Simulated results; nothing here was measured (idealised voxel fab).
The name of this process module is voxel lift off.
The width of the displayed cross-section, cut, is 275 nm; its cells are square, with a size of 5 nm.
Heads up, the way a cross-section reads in here is a grid of square cells, handed over as bands from the top down, with every band being one or more rows of cells. Band entry format. Leading values: height of top, height of bottom, nm. Remainder: materials in left-to-right order, each with its width in nm. Special words: "everywhere" on a single material, which then fills the band edge to edge; "air", empty space. Height 0 is the level under which the wafer as received is all one material. The lowest band goes on downwards, as in "z 0 and below". The expression "30 to 40" gives the width at the extremes of the band, the first number at its top row of cells and the second at its bottom row, with the width changing by equal amounts from each row to the next in between. "stayed the same" for a step: no cell of the cross-section changed in that step. This entry, "Closed empty spaces", enumerates those empty regions of no fewer than 8 cells that possess no open connection to the top. Each region is reported in the form width x height at distance, the distance being taken from the left edge, with all three quantities expressed in nm. What comes after the settings on a step's line is commentary from the simulator itself on that step. overlay nm: where the mask lay relative to plan, measured to the right, on steps with a mask; negatives go left.
# Process steps foreseen in the plan
1: RECEIVE (material Si)
2: CONFORMAL_DEP (material SiO2; thk nm 15)
3: PATTERN (tone open; mask id LINES; material resist; width nm 30; pitch nm 60; thk nm 20; overlay nm 0)
4: DIRECTIONAL_DEP (material Ru; thk nm 5)
5: STRIP (etch materials resist)
6: CONFORMAL_DEP (material SiCN; thk nm 5)
# The following pertains to the first of two wafers, which was processed as planned
# As received (post step 1): cross-section
  z 0 and below = Si everywhere
  Closed empty spaces: none
# After step 2: wafer cross-section
  z 15 to 0 = SiO2 everywhere
  Unchanged below 0.
# After step 3: wafer cross-section
  z 35 to 15 = resist 90, then air 30, then resist 30, then air 30, then resist 95
  Unchanged below 15.
# After step 4: wafer cross-section
  z 40 to 35 = Ru 90, then air 30, then Ru 30, then air 30, then Ru 95
  z 35 to 20 = resist 90, then air 30, then resist 30, then air 30, then resist 95
  z 20 to 15 = resist 90, then Ru 30, then resist 30, then Ru 30, then resist 95
  Unchanged below 15.
# After step 5: wafer cross-section
  z 20 to 15 = air 90, then Ru 30, then air 30, then Ru 30, then air 95
  Unchanged below 15.
# After step 6: wafer cross-section
  z 25 to 20 = air 85, then SiCN 40, then air 20, then SiCN 40, then air 90
  z 20 to 15 = SiCN 90, then Ru 30, then SiCN 30, then Ru 30, then SiCN 95
  Unchanged below 15.
# Wafer two: like wafer one in start and plan, but with one mistake in execution; identical up to and including step 1
# Cross-section of the second wafer at the time by which step 2 should have been completed according to the plan
  z 10 to 0 = SiO2 everywhere
  Unchanged below 0.
# Cross-section of the second wafer at the time by which step 3 should have been completed according to the plan
  z 30 to 10 = resist 90, then air 30, then resist 30, then air 30, then resist 95
  Unchanged below 10.
# Cross-section of the second wafer at the time by which step 4 should have been completed according to the plan
  z 35 to 30 = Ru 90, then air 30, then Ru 30, then air 30, then Ru 95
  z 30 to 15 = resist 90, then air 30, then resist 30, then air 30, then resist 95
  z 15 to 10 = resist 90, then Ru 30, then resist 30, then Ru 30, then resist 95
  Unchanged below 10.
# Cross-section of the second wafer at the time by which step 5 should have been completed according to the plan
  z 15 to 10 = air 90, then Ru 30, then air 30, then Ru 30, then air 95
  Unchanged below 10.
# Cross-section of the second wafer at the time by which step 6 should have been completed according to the plan
  z 20 to 15 = air 85, then SiCN 40, then air 20, then SiCN 40, then air 90
  z 15 to 10 = SiCN 90, then Ru 30, then SiCN 30, then Ru 30, then SiCN 95
  Unchanged below 10.
Finding, execution versus plan: step 2 deviated from plan and actually ran as CONFORMAL_DEP (material SiO2; thk nm 10)
Bottom line after processing is that, in cells, the second wafer is up or down on some materials versus the first: SiO2: 55 fewer
